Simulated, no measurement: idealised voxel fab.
Name of the process module below: voxel transistor to metal
Cross-section cut spans 295 nm and uses square cells 5 nm in size.
Format of a cross-section: grid, square cells. Given as bands. Order: top down. Band: one or more rows of cells.
Basically the band line says how high the top is and how high the bottom is, in nm, and then what's in it from left to right, every material with its width in nm. Empty space shows up as "blank", and if a single material carries "full width" it runs the full band edge to edge.
Heights are expressed relative to 0, this being the level below which the as-received wafer comprises one material exclusively. The lowest band is unbounded in the downward direction and is denoted as in "0 and below".
So if you see something like "30->40" for the width, read it as the top row of the band sitting at the first number and the bottom row at the second, with every row in between moving by the same amount as the last.
Step note "changes: none" = no cross-section cell changed.
Voids not open to the top, 8 cells minimum: see "Closed void table". Written width x height at distance; distance is from the left edge; nm.
Note: text after step settings on the step line = simulator remark on that step.
overlay nm: on a step with a mask, how far right of its planned place the mask lay; negative means left.
[Steps in the process plan]
1: RECEIVE with material Si
2: CONFORMAL_DEP with material SiO2, thk nm 5
3: CONFORMAL_DEP with material SiN, thk nm 10
4: PATTERN with tone cover, mask id ACTIVE, material resist, width nm 115, pitch nm 145, thk nm 15, overlay nm 0
5: DIRECTIONAL_ETCH with etch materials SiN, depth nm 10
6: DIRECTIONAL_ETCH with etch materials SiO2, depth nm 5
7: DIRECTIONAL_ETCH with etch materials Si, depth nm 20
8: STRIP with etch materials resist
9: OXIDIZE with depth nm 5
10: FILL_DEP with material SiO2, thk nm 5
11: CMP with height nm 15
12: SELECTIVE_ETCH with etch materials SiO2, depth nm 10
13: STRIP with etch materials SiN
14: SELECTIVE_ETCH with etch materials SiO2, depth nm 5
15: OXIDIZE with depth nm 5
16: DIRECTIONAL_DEP with material polySi, thk nm 30
17: DIRECTIONAL_DEP with material SiCN, thk nm 10
18: DIRECTIONAL_DEP with material aC, thk nm 10
19: PATTERN with tone cover, mask id GATE, material resist, width nm 35, pitch nm 145, thk nm 25, overlay nm 0
20: DIRECTIONAL_ETCH with etch materials aC, depth nm 10
21: STRIP with etch materials resist
22: DIRECTIONAL_ETCH with etch materials SiCN, depth nm 20
23: DIRECTIONAL_ETCH with etch materials polySi, depth nm 40
24: STRIP with etch materials aC
25: CONFORMAL_DEP with material SiN, thk nm 10
26: DIRECTIONAL_ETCH with etch materials SiN, depth nm 10
27: DIRECTIONAL_ETCH with etch materials SiO2, depth nm 5
28: EPI with material pSi, thk nm 5
29: FILL_DEP with material SiO2, thk nm 10
30: CMP with height nm 30
31: STRIP with etch materials polySi
32: SELECTIVE_ETCH with etch materials SiO2, depth nm 5
33: CONFORMAL_DEP with material HfO2, thk nm 5
34: CONFORMAL_DEP with material TiN, thk nm 5
35: FILL_DEP with material W, thk nm 10
36: CMP with height nm 25
37: DIRECTIONAL_DEP with material SiO2, thk nm 10
38: MASKED_ETCH with tone open, mask id CONTACT, width nm 15, etch materials SiO2, depth nm 35, overlay nm 0
39: CONFORMAL_DEP with material TiN, thk nm 5
40: FILL_DEP with material Ru, thk nm 5
41: CMP with height nm 35
42: DIRECTIONAL_DEP with material TiN, thk nm 5
43: DIRECTIONAL_DEP with material Ru, thk nm 15
44: DIRECTIONAL_DEP with material aC, thk nm 15
45: PATTERN with tone cover, mask id METAL_1, material resist, width nm 15, thk nm 30, overlay nm 0
46: DIRECTIONAL_ETCH with etch materials aC, depth nm 15
47: STRIP with etch materials resist
48: DIRECTIONAL_ETCH with etch materials Ru, depth nm 15
49: DIRECTIONAL_ETCH with etch materials TiN, depth nm 5
50: STRIP with etch materials aC
51: CONFORMAL_DEP with material SiN, thk nm 5
52: FILL_DEP with material lowk, thk nm 5
53: CMP with height nm 55
54: CONFORMAL_DEP with material SiN, thk nm 5
Be aware that, although all wafers share a common starting state, the thk nm at step 42 differs among them, and the plan displays the first wafer's value.
[The as-received cross-section of the first of several wafers corresponds to the state after step 1]
> 0 and below  Si full width
> Closed void table: none
[Quick look at the cross-section of the first of several wafers after step 54, which wraps up the module]
> 60 down to 55  SiN full width
> 55 down to 40  20 of lowk; 5 of SiN; 15 of Ru; 5 of SiN; 55 of lowk; 5 of SiN; 15 of Ru; 5 of SiN; 40 of lowk; 5 of SiN; 15 of Ru; 5 of SiN; 55 of lowk; 5 of SiN; 15 of Ru; 5 of SiN; 25 of lowk
> 40 down to 35  25 of SiN; 15 of TiN; 65 of SiN; 15 of TiN; 50 of SiN; 15 of TiN; 65 of SiN; 15 of TiN; 30 of SiN
> 35 down to 25  25 of SiO2; 5 of TiN; 5 of Ru; 5 of TiN; 65 of SiO2; 5 of TiN; 5 of Ru; 5 of TiN; 50 of SiO2; 5 of TiN; 5 of Ru; 5 of TiN; 65 of SiO2; 5 of TiN; 5 of Ru; 5 of TiN; 30 of SiO2
> 25 down to 5  25 of SiO2; 5 of TiN; 5 of Ru; 5 of TiN; 5 of SiO2; 10 of SiN; 5 of HfO2; 5 of TiN; 15 of W; 5 of TiN; 5 of HfO2; 10 of SiN; 5 of SiO2; 5 of TiN; 5 of Ru; 5 of TiN; 50 of SiO2; 5 of TiN; 5 of Ru; 5 of TiN; 5 of SiO2; 10 of SiN; 5 of HfO2; 5 of TiN; 15 of W; 5 of TiN; 5 of HfO2; 10 of SiN; 5 of SiO2; 5 of TiN; 5 of Ru; 5 of TiN; 30 of SiO2
> 5 down to 0  25 of SiO2; 15 of TiN; 5 of SiO2; 10 of SiN; 5 of HfO2; 25 of TiN; 5 of HfO2; 10 of SiN; 5 of SiO2; 15 of TiN; 50 of SiO2; 15 of TiN; 5 of SiO2; 10 of SiN; 5 of HfO2; 25 of TiN; 5 of HfO2; 10 of SiN; 5 of SiO2; 15 of TiN; 30 of SiO2
> 0 down to -5  15 of SiO2; 30 of pSi; 5 of SiO2; 45 of HfO2; 5 of SiO2; 30 of pSi; 30 of SiO2; 30 of pSi; 5 of SiO2; 45 of HfO2; 5 of SiO2; 30 of pSi; 20 of SiO2
> -5 down to -25  20 of SiO2; 105 of Si; 40 of SiO2; 105 of Si; 25 of SiO2
> -25 and below  Si full width
> Closed void table: none
[The last wafer as seen in cross-section at the end of the module]
> 60 down to 55  SiN full width
> 55 down to 50  25 of SiN; 15 of TiN; 65 of SiN; 15 of TiN; 50 of SiN; 15 of TiN; 65 of SiN; 15 of TiN; 30 of SiN
> 50 down to 35  TiN full width
> 35 down to 25  25 of SiO2; 5 of TiN; 5 of Ru; 5 of TiN; 65 of SiO2; 5 of TiN; 5 of Ru; 5 of TiN; 50 of SiO2; 5 of TiN; 5 of Ru; 5 of TiN; 65 of SiO2; 5 of TiN; 5 of Ru; 5 of TiN; 30 of SiO2
> 25 down to 5  25 of SiO2; 5 of TiN; 5 of Ru; 5 of TiN; 5 of SiO2; 10 of SiN; 5 of HfO2; 5 of TiN; 15 of W; 5 of TiN; 5 of HfO2; 10 of SiN; 5 of SiO2; 5 of TiN; 5 of Ru; 5 of TiN; 50 of SiO2; 5 of TiN; 5 of Ru; 5 of TiN; 5 of SiO2; 10 of SiN; 5 of HfO2; 5 of TiN; 15 of W; 5 of TiN; 5 of HfO2; 10 of SiN; 5 of SiO2; 5 of TiN; 5 of Ru; 5 of TiN; 30 of SiO2
> 5 down to 0  25 of SiO2; 15 of TiN; 5 of SiO2; 10 of SiN; 5 of HfO2; 25 of TiN; 5 of HfO2; 10 of SiN; 5 of SiO2; 15 of TiN; 50 of SiO2; 15 of TiN; 5 of SiO2; 10 of SiN; 5 of HfO2; 25 of TiN; 5 of HfO2; 10 of SiN; 5 of SiO2; 15 of TiN; 30 of SiO2
> 0 down to -5  15 of SiO2; 30 of pSi; 5 of SiO2; 45 of HfO2; 5 of SiO2; 30 of pSi; 30 of SiO2; 30 of pSi; 5 of SiO2; 45 of HfO2; 5 of SiO2; 30 of pSi; 20 of SiO2
> -5 down to -25  20 of SiO2; 105 of Si; 40 of SiO2; 105 of Si; 25 of SiO2
> -25 and below  Si full width
> Closed void table: none
[Below is a per-wafer table. In it, each row describes the wafer at the end of the module by giving, for each material, the number of cells gained (+) or lost (-) since the wafer was received, and after that the closed voids of the wafer]
thk nm 5 | +38 HfO2 | +60 Ru | -127 Si | +170 SiN | +304 SiO2 | +98 TiN | +24 W | +117 lowk | +24 pSi | Closed void table: none
thk nm 10 | +38 HfO2 | +48 Ru | -127 Si | +162 SiN | +304 SiO2 | +157 TiN | +24 W | +78 lowk | +24 pSi | Closed void table: none
thk nm 15 | +38 HfO2 | +36 Ru | -127 Si | +154 SiN | +304 SiO2 | +216 TiN | +24 W | +39 lowk | +24 pSi | Closed void table: none
thk nm 20 | +38 HfO2 | +24 Ru | -127 Si | +146 SiN | +304 SiO2 | +275 TiN | +24 W | +24 pSi | Closed void table: none
